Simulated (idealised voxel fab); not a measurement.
Proc. module: voxel wiring stack
Section shown: cut. Width: 275 nm. Cell size: 5 nm, square.
This document writes a cross-section as a grid whose cells are square, and gives it as bands, listed from the top down; one or more rows of cells form a band. Basically the band line says how high the top is and how high the bottom is, in nm, and then what's in it from left to right, every material with its width in nm. Empty space shows up as "air", and if a single material carries "edge to edge" it runs the full band edge to edge. Height 0 is the level under which the wafer as received is all one material. The lowest band goes on downwards, as in "0 -> down". The expression "30 to 40" gives the width at the extremes of the band, the first number at its top row of cells and the second at its bottom row, with the width changing by equal amounts from each row to the next in between. When a step is marked "all unchanged", none of the cells in the cross-section changed during that step. Any empty space of 8 cells or more lacking an open way to the top shows up in "Sealed-off cavities" as width x height at distance, distance from the left edge, in nm. Past the settings on a step's line: simulator remark, on that step. Among the settings permitted on a step's line is "overlay nm"; applied to a step with a mask, it specifies the extent to which the mask lay to the right of its planned position, whereas a negative figure signifies a position to the left.
[Planned step list for the process]
1) op RECEIVE | material Si
2) op CONFORMAL_DEP | material SiO2 | thk nm 15
3) op DIRECTIONAL_DEP | material TiN | thk nm 5
4) op DIRECTIONAL_DEP | material Ru | thk nm 15
5) op DIRECTIONAL_DEP | material aC | thk nm 15
6) op PATTERN | tone cover | mask id METAL_1 | material resist | width nm 25 | pitch nm 40 | thk nm 35 | overlay nm 0
7) op DIRECTIONAL_ETCH | etch materials aC | depth nm 15
8) op STRIP | etch materials resist
9) op DIRECTIONAL_ETCH | etch materials Ru | depth nm 15
10) op DIRECTIONAL_ETCH | etch materials TiN | depth nm 5
11) op STRIP | etch materials aC
12) op FILL_DEP | material lowk | thk nm 5
13) op CMP | height nm 35
14) op CONFORMAL_DEP | material SiCN | thk nm 5
15) op DIRECTIONAL_DEP | material lowk | thk nm 15
16) op DIRECTIONAL_DEP | material aC | thk nm 15
17) op PATTERN | tone open | mask id PLUG_1 | material resist | width nm 15 | pitch nm 40 | thk nm 35 | overlay nm 0
18) op DIRECTIONAL_ETCH | etch materials aC | depth nm 15
19) op STRIP | etch materials resist
20) op DIRECTIONAL_ETCH | etch materials lowk | depth nm 15
21) op DIRECTIONAL_ETCH | etch materials SiCN | depth nm 5
22) op STRIP | etch materials aC
23) op EPI | material Ru | thk nm 10
24) op EPI | material Ru | thk nm 10
25) op CONFORMAL_DEP | material SiN | thk nm 5
26) op DIRECTIONAL_DEP | material SiO2 | thk nm 15
27) op MASKED_ETCH | tone open | mask id METAL_2 | width nm 25 | pitch nm 40 | etch materials SiO2 | depth nm 15 | overlay nm 0
28) op MASKED_ETCH | tone open | mask id METAL_2 | width nm 25 | pitch nm 40 | etch materials SiN | depth nm 5 | overlay nm 0
29) op CONFORMAL_DEP | material TiN | thk nm 5
30) op FILL_DEP | material Cu | thk nm 5
31) op CMP | height nm 75
32) op EPI | material Ru | thk nm 5
33) op FILL_DEP | material SiCN | thk nm 5
34) op DIRECTIONAL_DEP | material SiO2 | thk nm 35
35) op MASKED_ETCH | tone open | mask id METAL_3 | width nm 25 | pitch nm 40 | etch materials SiO2 | depth nm 20 | overlay nm 0
36) op DIRECTIONAL_DEP | material aC | thk nm 10
37) op PATTERN | tone open | mask id METAL_3_HOLES | material resist | width nm 15 | pitch nm 80 | thk nm 30 | overlay nm 0
38) op DIRECTIONAL_ETCH | etch materials aC | depth nm 10
39) op STRIP | etch materials resist
40) op DIRECTIONAL_ETCH | etch materials SiO2 | depth nm 15
41) op DIRECTIONAL_ETCH | etch materials SiCN | depth nm 5
42) op STRIP | etch materials aC
43) op CONFORMAL_DEP | material TiN | thk nm 5
44) op FILL_DEP | material Cu | thk nm 5
45) op CMP | height nm 120
46) op CONFORMAL_DEP | material SiN | thk nm 5
[On the first of the two wafers: run conducted according to plan]
[Incoming wafer, cross-sectional view, post step 1]
  0 -> down  Si edge to edge
  Sealed-off cavities: none
[You're looking at a cross-section of the wafer after step 2]
  15 -> 0  SiO2 edge to edge
  No changes below 0.
[You're looking at a cross-section of the wafer after step 3]
  20 -> 15  TiN edge to edge
  No changes below 15.
[You're looking at a cross-section of the wafer after step 4]
  35 -> 20  Ru edge to edge
  No changes below 20.
[You're looking at a cross-section of the wafer after step 5]
  50 -> 35  aC edge to edge
  No changes below 35.
[You're looking at a cross-section of the wafer after step 6]
  85 -> 50  air (65), then resist (25), then air (15), then resist (25), then air (15), then resist (25), then air (15), then resist (25), then air (65)
  No changes below 50.
[You're looking at a cross-section of the wafer after step 7]
  70 -> 50  air (65), then resist (25), then air (15), then resist (25), then air (15), then resist (25), then air (15), then resist (25), then air (65)
  50 -> 35  air (65), then aC (25), then air (15), then aC (25), then air (15), then aC (25), then air (15), then aC (25), then air (65)
  No changes below 35.
[You're looking at a cross-section of the wafer after step 8]
  50 -> 35  air (65), then aC (25), then air (15), then aC (25), then air (15), then aC (25), then air (15), then aC (25), then air (65)
  No changes below 35.
[You're looking at a cross-section of the wafer after step 9]
  50 -> 35  air (65), then aC (25), then air (15), then aC (25), then air (15), then aC (25), then air (15), then aC (25), then air (65)
  35 -> 20  air (65), then Ru (25), then air (15), then Ru (25), then air (15), then Ru (25), then air (15), then Ru (25), then air (65)
  No changes below 20.
[You're looking at a cross-section of the wafer after step 10]
  50 -> 35  air (65), then aC (25), then air (15), then aC (25), then air (15), then aC (25), then air (15), then aC (25), then air (65)
  35 -> 20  air (65), then Ru (25), then air (15), then Ru (25), then air (15), then Ru (25), then air (15), then Ru (25), then air (65)
  20 -> 15  air (65), then TiN (25), then air (15), then TiN (25), then air (15), then TiN (25), then air (15), then TiN (25), then air (65)
  No changes below 15.
[You're looking at a cross-section of the wafer after step 11]
  35 -> 20  air (65), then Ru (25), then air (15), then Ru (25), then air (15), then Ru (25), then air (15), then Ru (25), then air (65)
  No changes below 20.
[You're looking at a cross-section of the wafer after step 12]
  40 -> 35  lowk edge to edge
  35 -> 20  lowk (65), then Ru (25), then lowk (15), then Ru (25), then lowk (15), then Ru (25), then lowk (15), then Ru (25), then lowk (65)
  20 -> 15  lowk (65), then TiN (25), then lowk (15), then TiN (25), then lowk (15), then TiN (25), then lowk (15), then TiN (25), then lowk (65)
  No changes below 15.
[You're looking at a cross-section of the wafer after step 13]
  35 -> 20  lowk (65), then Ru (25), then lowk (15), then Ru (25), then lowk (15), then Ru (25), then lowk (15), then Ru (25), then lowk (65)
  No changes below 20.
[You're looking at a cross-section of the wafer after step 14]
  40 -> 35  SiCN edge to edge
  No changes below 35.
[You're looking at a cross-section of the wafer after step 15]
  55 -> 40  lowk edge to edge
  No changes below 40.
[You're looking at a cross-section of the wafer after step 16]
  70 -> 55  aC edge to edge
  No changes below 55.
[You're looking at a cross-section of the wafer after step 17]
  105 -> 70  resist (65), then air (15), then resist (25), then air (15), then resist (25), then air (15), then resist (25), then air (15), then resist (75)
  No changes below 70.
[You're looking at a cross-section of the wafer after step 18]
  90 -> 70  resist (65), then air (15), then resist (25), then air (15), then resist (25), then air (15), then resist (25), then air (15), then resist (75)
  70 -> 55  aC (65), then air (15), then aC (25), then air (15), then aC (25), then air (15), then aC (25), then air (15), then aC (75)
  No changes below 55.
[You're looking at a cross-section of the wafer after step 19]
  70 -> 55  aC (65), then air (15), then aC (25), then air (15), then aC (25), then air (15), then aC (25), then air (15), then aC (75)
  No changes below 55.
[You're looking at a cross-section of the wafer after step 20]
  70 -> 55  aC (65), then air (15), then aC (25), then air (15), then aC (25), then air (15), then aC (25), then air (15), then aC (75)
  55 -> 40  lowk (65), then air (15), then lowk (25), then air (15), then lowk (25), then air (15), then lowk (25), then air (15), then lowk (75)
  No changes below 40.
[You're looking at a cross-section of the wafer after step 21]
  70 -> 55  aC (65), then air (15), then aC (25), then air (15), then aC (25), then air (15), then aC (25), then air (15), then aC (75)
  55 -> 40  lowk (65), then air (15), then lowk (25), then air (15), then lowk (25), then air (15), then lowk (25), then air (15), then lowk (75)
  40 -> 35  SiCN (65), then air (15), then SiCN (25), then air (15), then SiCN (25), then air (15), then SiCN (25), then air (15), then SiCN (75)
  No changes below 35.
[You're looking at a cross-section of the wafer after step 22]
  55 -> 40  lowk (65), then air (15), then lowk (25), then air (15), then lowk (25), then air (15), then lowk (25), then air (15), then lowk (75)
  No changes below 40.
[You're looking at a cross-section of the wafer after step 23]
  55 -> 45  lowk (65), then air (15), then lowk (25), then air (15), then lowk (25), then air (15), then lowk (25), then air (15), then lowk (75)
  45 -> 40  lowk (65), then Ru (15), then lowk (25), then Ru (15), then lowk (25), then Ru (15), then lowk (25), then Ru (15), then lowk (75)
  40 -> 35  SiCN (65), then Ru (15), then SiCN (25), then Ru (15), then SiCN (25), then Ru (15), then SiCN (25), then Ru (15), then SiCN (75)
  No changes below 35.
[You're looking at a cross-section of the wafer after step 24]
  55 -> 40  lowk (65), then Ru (15), then lowk (25), then Ru (15), then lowk (25), then Ru (15), then lowk (25), then Ru (15), then lowk (75)
  No changes below 40.
[You're looking at a cross-section of the wafer after step 25]
  60 -> 55  SiN edge to edge
  No changes below 55.
[You're looking at a cross-section of the wafer after step 26]
  75 -> 60  SiO2 edge to edge
  No changes below 60.
[You're looking at a cross-section of the wafer after step 27]
  75 -> 60  SiO2 (65), then air (25), then SiO2 (15), then air (25), then SiO2 (15), then air (25), then SiO2 (15), then air (25), then SiO2 (65)
  No changes below 60.
[You're looking at a cross-section of the wafer after step 28]
  75 -> 60  SiO2 (65), then air (25), then SiO2 (15), then air (25), then SiO2 (15), then air (25), then SiO2 (15), then air (25), then SiO2 (65)
  60 -> 55  SiN (65), then air (25), then SiN (15), then air (25), then SiN (15), then air (25), then SiN (15), then air (25), then SiN (65)
  No changes below 55.
[You're looking at a cross-section of the wafer after step 29]
  80 -> 75  TiN (70), then air (15), then TiN (25), then air (15), then TiN (25), then air (15), then TiN (25), then air (15), then TiN (70)
  75 -> 60  SiO2 (65), then TiN (5), then air (15), then TiN (5), then SiO2 (15), then TiN (5), then air (15), then TiN (5), then SiO2 (15), then TiN (5), then air (15), then TiN (5), then SiO2 (15), then TiN (5), then air (15), then TiN (5), then SiO2 (65)
  60 -> 55  SiN (65), then TiN (25), then SiN (15), then TiN (25), then SiN (15), then TiN (25), then SiN (15), then TiN (25), then SiN (65)
  No changes below 55.
[You're looking at a cross-section of the wafer after step 30]
  85 -> 80  Cu edge to edge
  80 -> 75  TiN (70), then Cu (15), then TiN (25), then Cu (15), then TiN (25), then Cu (15), then TiN (25), then Cu (15), then TiN (70)
  75 -> 60  SiO2 (65), then TiN (5), then Cu (15), then TiN (5), then SiO2 (15), then TiN (5), then Cu (15), then TiN (5), then SiO2 (15), then TiN (5), then Cu (15), then TiN (5), then SiO2 (15), then TiN (5), then Cu (15), then TiN (5), then SiO2 (65)
  No changes below 60.
[You're looking at a cross-section of the wafer after step 31]
  75 -> 60  SiO2 (65), then TiN (5), then Cu (15), then TiN (5), then SiO2 (15), then TiN (5), then Cu (15), then TiN (5), then SiO2 (15), then TiN (5), then Cu (15), then TiN (5), then SiO2 (15), then TiN (5), then Cu (15), then TiN (5), then SiO2 (65)
  No changes below 60.
[You're looking at a cross-section of the wafer after step 32]
  80 -> 75  air (60), then Ru (35), then air (5), then Ru (35), then air (5), then Ru (35), then air (5), then Ru (35), then air (60)
  No changes below 75.
[You're looking at a cross-section of the wafer after step 33]
  85 -> 80  SiCN edge to edge
  80 -> 75  SiCN (60), then Ru (35), then SiCN (5), then Ru (35), then SiCN (5), then Ru (35), then SiCN (5), then Ru (35), then SiCN (60)
  No changes below 75.
[You're looking at a cross-section of the wafer after step 34]
  120 -> 85  SiO2 edge to edge
  No changes below 85.
[You're looking at a cross-section of the wafer after step 35]
  120 -> 100  SiO2 (65), then air (25), then SiO2 (15), then air (25), then SiO2 (15), then air (25), then SiO2 (15), then air (25), then SiO2 (65)
  No changes below 100.
[You're looking at a cross-section of the wafer after step 36]
  130 -> 120  aC (65), then air (25), then aC (15), then air (25), then aC (15), then air (25), then aC (15), then air (25), then aC (65)
  120 -> 110  SiO2 (65), then air (25), then SiO2 (15), then air (25), then SiO2 (15), then air (25), then SiO2 (15), then air (25), then SiO2 (65)
  110 -> 100  SiO2 (65), then aC (25), then SiO2 (15), then aC (25), then SiO2 (15), then aC (25), then SiO2 (15), then aC (25), then SiO2 (65)
  No changes below 100.
[You're looking at a cross-section of the wafer after step 37]
  160 -> 130  resist (65), then air (15), then resist (65), then air (15), then resist (115)
  130 -> 120  aC (65), then air (15), then resist (10), then aC (15), then resist (25), then aC (15), then air (15), then resist (10), then aC (15), then resist (25), then aC (65)
  120 -> 110  SiO2 (65), then air (15), then resist (10), then SiO2 (15), then resist (25), then SiO2 (15), then air (15), then resist (10), then SiO2 (15), then resist (25), then SiO2 (65)
  No changes below 110.
[You're looking at a cross-section of the wafer after step 38]
  150 -> 130  resist (65), then air (15), then resist (65), then air (15), then resist (115)
  130 -> 120  aC (65), then air (15), then resist (10), then aC (15), then resist (25), then aC (15), then air (15), then resist (10), then aC (15), then resist (25), then aC (65)
  120 -> 110  SiO2 (65), then air (15), then resist (10), then SiO2 (15), then resist (25), then SiO2 (15), then air (15), then resist (10), then SiO2 (15), then resist (25), then SiO2 (65)
  110 -> 100  SiO2 (65), then air (15), then aC (10), then SiO2 (15), then aC (25), then SiO2 (15), then air (15), then aC (10), then SiO2 (15), then aC (25), then SiO2 (65)
  No changes below 100.
[You're looking at a cross-section of the wafer after step 39]
  130 -> 120  aC (65), then air (25), then aC (15), then air (25), then aC (15), then air (25), then aC (15), then air (25), then aC (65)
  120 -> 110  SiO2 (65), then air (25), then SiO2 (15), then air (25), then SiO2 (15), then air (25), then SiO2 (15), then air (25), then SiO2 (65)
  No changes below 110.
[You're looking at a cross-section of the wafer after step 40]
  130 -> 120  aC (65), then air (25), then aC (15), then air (25), then aC (15), then air (25), then aC (15), then air (25), then aC (65)
  120 -> 110  SiO2 (65), then air (25), then SiO2 (15), then air (25), then SiO2 (15), then air (25), then SiO2 (15), then air (25), then SiO2 (65)
  110 -> 100  SiO2 (65), then air (15), then aC (10), then SiO2 (15), then aC (25), then SiO2 (15), then air (15), then aC (10), then SiO2 (15), then aC (25), then SiO2 (65)
  100 -> 85  SiO2 (65), then air (15), then SiO2 (65), then air (15), then SiO2 (115)
  No changes below 85.
[You're looking at a cross-section of the wafer after step 41]
  130 -> 120  aC (65), then air (25), then aC (15), then air (25), then aC (15), then air (25), then aC (15), then air (25), then aC (65)
  120 -> 110  SiO2 (65), then air (25), then SiO2 (15), then air (25), then SiO2 (15), then air (25), then SiO2 (15), then air (25), then SiO2 (65)
  110 -> 100  SiO2 (65), then air (15), then aC (10), then SiO2 (15), then aC (25), then SiO2 (15), then air (15), then aC (10), then SiO2 (15), then aC (25), then SiO2 (65)
  100 -> 85  SiO2 (65), then air (15), then SiO2 (65), then air (15), then SiO2 (115)
  85 -> 80  SiCN (65), then air (15), then SiCN (65), then air (15), then SiCN (115)
  No changes below 80.
[You're looking at a cross-section of the wafer after step 42]
  120 -> 100  SiO2 (65), then air (25), then SiO2 (15), then air (25), then SiO2 (15), then air (25), then SiO2 (15), then air (25), then SiO2 (65)
  No changes below 100.
[You're looking at a cross-section of the wafer after step 43]
  125 -> 120  TiN (70), then air (15), then TiN (25), then air (15), then TiN (25), then air (15), then TiN (25), then air (15), then TiN (70)
  120 -> 105  SiO2 (65), then TiN (5), then air (15), then TiN (5), then SiO2 (15), then TiN (5), then air (15), then TiN (5), then SiO2 (15), then TiN (5), then air (15), then TiN (5), then SiO2 (15), then TiN (5), then air (15), then TiN (5), then SiO2 (65)
  105 -> 100  SiO2 (65), then TiN (5), then air (5), then TiN (15), then SiO2 (15), then TiN (25), then SiO2 (15), then TiN (5), then air (5), then TiN (15), then SiO2 (15), then TiN (25), then SiO2 (65)
  100 -> 85  SiO2 (65), then TiN (5), then air (5), then TiN (5), then SiO2 (65), then TiN (5), then air (5), then TiN (5), then SiO2 (115)
  85 -> 80  SiCN (65), then TiN (15), then SiCN (65), then TiN (15), then SiCN (115)
  No changes below 80.
[You're looking at a cross-section of the wafer after step 44]
  130 -> 125  Cu edge to edge
  125 -> 120  TiN (70), then Cu (15), then TiN (25), then Cu (15), then TiN (25), then Cu (15), then TiN (25), then Cu (15), then TiN (70)
  120 -> 105  SiO2 (65), then TiN (5), then Cu (15), then TiN (5), then SiO2 (15), then TiN (5), then Cu (15), then TiN (5), then SiO2 (15), then TiN (5), then Cu (15), then TiN (5), then SiO2 (15), then TiN (5), then Cu (15), then TiN (5), then SiO2 (65)
  105 -> 100  SiO2 (65), then TiN (5), then Cu (5), then TiN (15), then SiO2 (15), then TiN (25), then SiO2 (15), then TiN (5), then Cu (5), then TiN (15), then SiO2 (15), then TiN (25), then SiO2 (65)
  100 -> 85  SiO2 (65), then TiN (5), then Cu (5), then TiN (5), then SiO2 (65), then TiN (5), then Cu (5), then TiN (5), then SiO2 (115)
  No changes below 85.
[You're looking at a cross-section of the wafer after step 45]
  120 -> 105  SiO2 (65), then TiN (5), then Cu (15), then TiN (5), then SiO2 (15), then TiN (5), then Cu (15), then TiN (5), then SiO2 (15), then TiN (5), then Cu (15), then TiN (5), then SiO2 (15), then TiN (5), then Cu (15), then TiN (5), then SiO2 (65)
  No changes below 105.
[You're looking at a cross-section of the wafer after step 46]
  125 -> 120  SiN edge to edge
  No changes below 120.
[The remaining wafer, second of the two, started like the first and was run to the same plan, except that one mistake was made along the way; the two coincide through step 24, inclusive]
Look at the second wafer in cross-section at the time step 25 ought to have finished: all unchanged
[Look at the second wafer in cross-section at the time step 26 ought to have finished]
  70 -> 55  SiO2 edge to edge
  No changes below 55.
[Look at the second wafer in cross-section at the time step 27 ought to have finished]
  70 -> 55  SiO2 (65), then air (25), then SiO2 (15), then air (25), then SiO2 (15), then air (25), then SiO2 (15), then air (25), then SiO2 (65)
  No changes below 55.
Look at the second wafer in cross-section at the time step 28 ought to have finished: all unchanged
[Look at the second wafer in cross-section at the time step 29 ought to have finished]
  75 -> 70  TiN (70), then air (15), then TiN (25), then air (15), then TiN (25), then air (15), then TiN (25), then air (15), then TiN (70)
  70 -> 60  SiO2 (65), then TiN (5), then air (15), then TiN (5), then SiO2 (15), then TiN (5), then air (15), then TiN (5), then SiO2 (15), then TiN (5), then air (15), then TiN (5), then SiO2 (15), then TiN (5), then air (15), then TiN (5), then SiO2 (65)
  60 -> 55  SiO2 (65), then TiN (25), then SiO2 (15), then TiN (25), then SiO2 (15), then TiN (25), then SiO2 (15), then TiN (25), then SiO2 (65)
  No changes below 55.
[Look at the second wafer in cross-section at the time step 30 ought to have finished]
  80 -> 75  Cu edge to edge
  75 -> 70  TiN (70), then Cu (15), then TiN (25), then Cu (15), then TiN (25), then Cu (15), then TiN (25), then Cu (15), then TiN (70)
  70 -> 60  SiO2 (65), then TiN (5), then Cu (15), then TiN (5), then SiO2 (15), then TiN (5), then Cu (15), then TiN (5), then SiO2 (15), then TiN (5), then Cu (15), then TiN (5), then SiO2 (15), then TiN (5), then Cu (15), then TiN (5), then SiO2 (65)
  No changes below 60.
[Look at the second wafer in cross-section at the time step 31 ought to have finished]
  75 -> 70  TiN (70), then Cu (15), then TiN (25), then Cu (15), then TiN (25), then Cu (15), then TiN (25), then Cu (15), then TiN (70)
  No changes below 70.
[Look at the second wafer in cross-section at the time step 32 ought to have finished]
  80 -> 75  Ru edge to edge
  No changes below 75.
[Look at the second wafer in cross-section at the time step 33 ought to have finished]
  85 -> 80  SiCN edge to edge
  No changes below 80.
[Look at the second wafer in cross-section at the time step 34 ought to have finished]
  120 -> 85  SiO2 edge to edge
  No changes below 85.
[Look at the second wafer in cross-section at the time step 35 ought to have finished]
  120 -> 100  SiO2 (65), then air (25), then SiO2 (15), then air (25), then SiO2 (15), then air (25), then SiO2 (15), then air (25), then SiO2 (65)
  No changes below 100.
[Look at the second wafer in cross-section at the time step 36 ought to have finished]
  130 -> 120  aC (65), then air (25), then aC (15), then air (25), then aC (15), then air (25), then aC (15), then air (25), then aC (65)
  120 -> 110  SiO2 (65), then air (25), then SiO2 (15), then air (25), then SiO2 (15), then air (25), then SiO2 (15), then air (25), then SiO2 (65)
  110 -> 100  SiO2 (65), then aC (25), then SiO2 (15), then aC (25), then SiO2 (15), then aC (25), then SiO2 (15), then aC (25), then SiO2 (65)
  No changes below 100.
[Look at the second wafer in cross-section at the time step 37 ought to have finished]
  160 -> 130  resist (65), then air (15), then resist (65), then air (15), then resist (115)
  130 -> 120  aC (65), then air (15), then resist (10), then aC (15), then resist (25), then aC (15), then air (15), then resist (10), then aC (15), then resist (25), then aC (65)
  120 -> 110  SiO2 (65), then air (15), then resist (10), then SiO2 (15), then resist (25), then SiO2 (15), then air (15), then resist (10), then SiO2 (15), then resist (25), then SiO2 (65)
  No changes below 110.
[Look at the second wafer in cross-section at the time step 38 ought to have finished]
  150 -> 130  resist (65), then air (15), then resist (65), then air (15), then resist (115)
  130 -> 120  aC (65), then air (15), then resist (10), then aC (15), then resist (25), then aC (15), then air (15), then resist (10), then aC (15), then resist (25), then aC (65)
  120 -> 110  SiO2 (65), then air (15), then resist (10), then SiO2 (15), then resist (25), then SiO2 (15), then air (15), then resist (10), then SiO2 (15), then resist (25), then SiO2 (65)
  110 -> 100  SiO2 (65), then air (15), then aC (10), then SiO2 (15), then aC (25), then SiO2 (15), then air (15), then aC (10), then SiO2 (15), then aC (25), then SiO2 (65)
  No changes below 100.
[Look at the second wafer in cross-section at the time step 39 ought to have finished]
  130 -> 120  aC (65), then air (25), then aC (15), then air (25), then aC (15), then air (25), then aC (15), then air (25), then aC (65)
  120 -> 110  SiO2 (65), then air (25), then SiO2 (15), then air (25), then SiO2 (15), then air (25), then SiO2 (15), then air (25), then SiO2 (65)
  No changes below 110.
[Look at the second wafer in cross-section at the time step 40 ought to have finished]
  130 -> 120  aC (65), then air (25), then aC (15), then air (25), then aC (15), then air (25), then aC (15), then air (25), then aC (65)
  120 -> 110  SiO2 (65), then air (25), then SiO2 (15), then air (25), then SiO2 (15), then air (25), then SiO2 (15), then air (25), then SiO2 (65)
  110 -> 100  SiO2 (65), then air (15), then aC (10), then SiO2 (15), then aC (25), then SiO2 (15), then air (15), then aC (10), then SiO2 (15), then aC (25), then SiO2 (65)
  100 -> 85  SiO2 (65), then air (15), then SiO2 (65), then air (15), then SiO2 (115)
  No changes below 85.
[Look at the second wafer in cross-section at the time step 41 ought to have finished]
  130 -> 120  aC (65), then air (25), then aC (15), then air (25), then aC (15), then air (25), then aC (15), then air (25), then aC (65)
  120 -> 110  SiO2 (65), then air (25), then SiO2 (15), then air (25), then SiO2 (15), then air (25), then SiO2 (15), then air (25), then SiO2 (65)
  110 -> 100  SiO2 (65), then air (15), then aC (10), then SiO2 (15), then aC (25), then SiO2 (15), then air (15), then aC (10), then SiO2 (15), then aC (25), then SiO2 (65)
  100 -> 85  SiO2 (65), then air (15), then SiO2 (65), then air (15), then SiO2 (115)
  85 -> 80  SiCN (65), then air (15), then SiCN (65), then air (15), then SiCN (115)
  No changes below 80.
[Look at the second wafer in cross-section at the time step 42 ought to have finished]
  120 -> 100  SiO2 (65), then air (25), then SiO2 (15), then air (25), then SiO2 (15), then air (25), then SiO2 (15), then air (25), then SiO2 (65)
  No changes below 100.
[Look at the second wafer in cross-section at the time step 43 ought to have finished]
  125 -> 120  TiN (70), then air (15), then TiN (25), then air (15), then TiN (25), then air (15), then TiN (25), then air (15), then TiN (70)
  120 -> 105  SiO2 (65), then TiN (5), then air (15), then TiN (5), then SiO2 (15), then TiN (5), then air (15), then TiN (5), then SiO2 (15), then TiN (5), then air (15), then TiN (5), then SiO2 (15), then TiN (5), then air (15), then TiN (5), then SiO2 (65)
  105 -> 100  SiO2 (65), then TiN (5), then air (5), then TiN (15), then SiO2 (15), then TiN (25), then SiO2 (15), then TiN (5), then air (5), then TiN (15), then SiO2 (15), then TiN (25), then SiO2 (65)
  100 -> 85  SiO2 (65), then TiN (5), then air (5), then TiN (5), then SiO2 (65), then TiN (5), then air (5), then TiN (5), then SiO2 (115)
  85 -> 80  SiCN (65), then TiN (15), then SiCN (65), then TiN (15), then SiCN (115)
  No changes below 80.
[Look at the second wafer in cross-section at the time step 44 ought to have finished]
  130 -> 125  Cu edge to edge
  125 -> 120  TiN (70), then Cu (15), then TiN (25), then Cu (15), then TiN (25), then Cu (15), then TiN (25), then Cu (15), then TiN (70)
  120 -> 105  SiO2 (65), then TiN (5), then Cu (15), then TiN (5), then SiO2 (15), then TiN (5), then Cu (15), then TiN (5), then SiO2 (15), then TiN (5), then Cu (15), then TiN (5), then SiO2 (15), then TiN (5), then Cu (15), then TiN (5), then SiO2 (65)
  105 -> 100  SiO2 (65), then TiN (5), then Cu (5), then TiN (15), then SiO2 (15), then TiN (25), then SiO2 (15), then TiN (5), then Cu (5), then TiN (15), then SiO2 (15), then TiN (25), then SiO2 (65)
  100 -> 85  SiO2 (65), then TiN (5), then Cu (5), then TiN (5), then SiO2 (65), then TiN (5), then Cu (5), then TiN (5), then SiO2 (115)
  No changes below 85.
[Look at the second wafer in cross-section at the time step 45 ought to have finished]
  120 -> 105  SiO2 (65), then TiN (5), then Cu (15), then TiN (5), then SiO2 (15), then TiN (5), then Cu (15), then TiN (5), then SiO2 (15), then TiN (5), then Cu (15), then TiN (5), then SiO2 (15), then TiN (5), then Cu (15), then TiN (5), then SiO2 (65)
  No changes below 105.
[Look at the second wafer in cross-section at the time step 46 ought to have finished]
  125 -> 120  SiN edge to edge
  No changes below 120.
Misprocessing identified: the plan's step 25 was left out and never carried out
In the final state, the cell counts of the second wafer exceed or fall short of those of the first for the following materials: +27 Ru, -27 SiCN, -35 SiN, +35 TiN
